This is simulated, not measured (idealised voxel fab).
The process module presented herein is designated voxel self aligned vias.
The cross-section on display is named cut; it measures 290 nm wide, and its cells are 5 nm squares.
A cross-section in this document is a grid of square cells, and it is written down as bands, the top band listed before the ones below it; a band is made up of one or more rows of cells. The band entry comprises the height of the band's top followed by the height of its bottom, expressed in nm, and subsequently the band's materials from left to right, each stated together with its width in nm. Where a single material is marked with the word "throughout", that material fills the band from edge to edge. The word "blank" represents empty space. Counting heights begins at 0, where everything beneath is, in the wafer as received, one material. The lowest band has no bottom; it goes on downwards, as "z 0 and below" shows. You'd read "30..40" like this: the band's top row of cells is as wide as the first number, its bottom row is as wide as the second, and going down, every row changes width by the same amount as the row before did. "nothing changed" (step): cross-section cells unchanged, all of them. "Closed void catalog": empty spaces of 8 cells or more with no open way to the top, each given as width x height at distance, distance from the left edge, all in nm. Formally, on a step line, whatever follows the settings is a remark that the simulator itself makes on the step. overlay nm: right-of-plan distance of the mask on a masked step; negative values mean left-of-plan.

BELOW IS THE LIST OF PLANNED PROCESS STEPS
1 RECEIVE,material Si
2 CONFORMAL_DEP,material SiO2,thk nm 15
3 CONFORMAL_DEP,material SiCN,thk nm 5
4 DIRECTIONAL_DEP,material SiO2,thk nm 30
5 DIRECTIONAL_DEP,material aC,thk nm 15
6 PATTERN,tone open,mask id LINES,material resist,width nm 30,pitch nm 70,thk nm 30,overlay nm 0
7 DIRECTIONAL_ETCH,etch materials aC,depth nm 15
8 STRIP,etch materials resist
9 DIRECTIONAL_ETCH,etch materials SiO2,depth nm 30
10 STRIP,etch materials aC
11 CONFORMAL_DEP,material TiN,thk nm 5
12 FILL_DEP,material W,thk nm 10
13 CMP,height nm 50
14 SELECTIVE_ETCH,etch materials W Ru TiN,depth nm 10
15 FILL_DEP,material SiN,thk nm 5
16 CMP,height nm 50
17 DIRECTIONAL_DEP,material SiO2,thk nm 15
18 DIRECTIONAL_DEP,material aC,thk nm 15
19 PATTERN,tone open,mask id VIAS,material resist,width nm 50,pitch nm 70,thk nm 30,overlay nm 0
20 DIRECTIONAL_ETCH,etch materials aC,depth nm 15
21 STRIP,etch materials resist
22 DIRECTIONAL_ETCH,etch materials SiO2,depth nm 15
23 DIRECTIONAL_ETCH,etch materials SiN,depth nm 10
24 STRIP,etch materials aC
25 CONFORMAL_DEP,material TiN,thk nm 5
26 FILL_DEP,material W,thk nm 5
27 CMP,height nm 65
28 CONFORMAL_DEP,material SiCN,thk nm 5

CROSS-SECTION OF THE WAFER AT RECEIPT, WHICH IS THE CONDITION AFTER STEP 1
	z 0 and below: Si throughout
	Closed void catalog: none

CROSS-SECTIONAL RESULT AFTER MODULE COMPLETION. NOTE: STARTING CONDITION AND PLAN ARE UNCHANGED FROM ABOVE; ONE PROCESSING MISTAKE WAS MADE
	z 70 to 65: SiCN throughout
	z 65 to 55: SiO2 85 nm | TiN 5 nm | W 40 nm | TiN 5 nm | SiO2 20 nm | TiN 5 nm | W 40 nm | TiN 5 nm | SiO2 85 nm
	z 55 to 45: SiO2 85..95 nm | TiN 15..5 nm | W 20 nm | TiN 15..5 nm | SiO2 20..40 nm | TiN 15..5 nm | W 20 nm | TiN 15..5 nm | SiO2 85..95 nm
	z 45 to 40: SiO2 95 nm | TiN 30 nm | SiO2 40 nm | TiN 30 nm | SiO2 95 nm
	z 40 to 35: SiO2 95 nm | SiN 30 nm | SiO2 40 nm | SiN 30 nm | SiO2 95 nm
	z 35 to 25: SiO2 95 nm | TiN 5 nm | W 20 nm | TiN 5 nm | SiO2 40 nm | TiN 5 nm | W 20 nm | TiN 5 nm | SiO2 95 nm
	z 25 to 20: SiO2 95 nm | TiN 30 nm | SiO2 40 nm | TiN 30 nm | SiO2 95 nm
	z 20 to 15: SiCN throughout
	z 15 to 0: SiO2 throughout
	z 0 and below: Si throughout
	Closed void catalog: none
Heads up, the wafer didn't run the way we planned it: step 14 ran as: SELECTIVE_ETCH,etch materials W Ru TiN,depth nm 15
